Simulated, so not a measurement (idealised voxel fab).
process module | voxel self aligned contacts
cross-section cut | 185 nm wide | cells 5 nm
A cross-section is a grid of square cells, given in bands from the top down. A band is one or more rows of cells.
Each band's line starts with the height of the band's top and of its bottom, in nm. Then come its materials from left to right, each with its width in nm. One material with "throughout" fills the band from edge to edge. "air" is empty space.
Height 0 is the level under which the wafer as received is all one material. The lowest band goes on downwards, as in "0 down".
A width such as "30 to 40" changes by the same amount from each row of cells to the next, from the band's top row to its bottom row.
"no change" after a step means that no cell of the cross-section changed.
closed voids: empty space of 8 cells or more with no open way to the top, each as width x height at its distance from the left edge, in nm
after a step's settings: what the simulator itself notes on the step
overlay nm, on a step with a mask: how far to the right of its planned place the mask lay; to the left if negative
plan
1 op RECEIVE | material Si
2 op OXIDIZE | depth nm 5
3 op DIRECTIONAL_DEP | material polySi | thk nm 25
4 op DIRECTIONAL_DEP | material SiN | thk nm 25
5 op DIRECTIONAL_DEP | material aC | thk nm 10
6 op PATTERN | tone cover | mask id GATE | material resist | width nm 25 | pitch nm 65 | thk nm 30 | overlay nm 0
7 op DIRECTIONAL_ETCH | etch materials aC | depth nm 10
8 op STRIP | etch materials resist
9 op DIRECTIONAL_ETCH | etch materials SiN | depth nm 25
10 op DIRECTIONAL_ETCH | etch materials polySi | depth nm 25
11 op STRIP | etch materials aC
12 op CONFORMAL_DEP | material SiN | thk nm 10
13 op DIRECTIONAL_ETCH | etch materials SiN | depth nm 10
14 op FILL_DEP | material SiO2 | thk nm 20
15 op CMP | height nm 60
16 op MASKED_ETCH | tone open | mask id CONTACT | width nm 50 | pitch nm 65 | etch materials SiO2 | depth nm 65 | overlay nm 0
17 op CONFORMAL_DEP | material TiN | thk nm 5
18 op FILL_DEP | material W | thk nm 5
19 op CMP | height nm 60
20 op CONFORMAL_DEP | material SiCN | thk nm 5
as received, after step 1
  0 down: Si throughout
  closed voids: none
first wafer at the end, as planned
  65 to 60: SiCN throughout
  60 to 50: SiO2 35 | TiN 5 to 20 | W 40 to 10 | TiN 5 to 20 | SiO2 15 | TiN 5 to 20 | W 40 to 10 | TiN 5 to 20 | SiO2 35
  50 to 25: SiO2 5 | SiN 45 | TiN 5 | W 10 | TiN 5 | SiN 45 | TiN 5 | W 10 | TiN 5 | SiN 45 | SiO2 5
  25 to 0: SiO2 5 | SiN 10 | polySi 25 | SiN 10 | TiN 5 | W 10 | TiN 5 | SiN 10 | polySi 25 | SiN 10 | TiN 5 | W 10 | TiN 5 | SiN 10 | polySi 25 | SiN 10 | SiO2 5
  0 to -5: SiO2 50 | TiN 20 | SiO2 45 | TiN 20 | SiO2 50
  -5 down: Si throughout
  closed voids: none
second wafer at the end: like start, like plan, one mistake
  65 to 60: SiCN throughout
  60 to 50: SiO2 35 | TiN 5 to 20 | aC 40 to 10 | TiN 5 to 20 | SiO2 15 | TiN 5 to 20 | aC 40 to 10 | TiN 5 to 20 | SiO2 35
  50 to 25: SiO2 5 | SiN 45 | TiN 5 | aC 10 | TiN 5 | SiN 45 | TiN 5 | aC 10 | TiN 5 | SiN 45 | SiO2 5
  25 to 0: SiO2 5 | SiN 10 | polySi 25 | SiN 10 | TiN 5 | aC 10 | TiN 5 | SiN 10 | polySi 25 | SiN 10 | TiN 5 | aC 10 | TiN 5 | SiN 10 | polySi 25 | SiN 10 | SiO2 5
  0 to -5: SiO2 50 | TiN 20 | SiO2 45 | TiN 20 | SiO2 50
  -5 down: Si throughout
  closed voids: none
what went wrong: step 18 ran as: op FILL_DEP | material aC | thk nm 5
at the end the second wafer has, in cells: 60 fewer of W | 60 more of aC
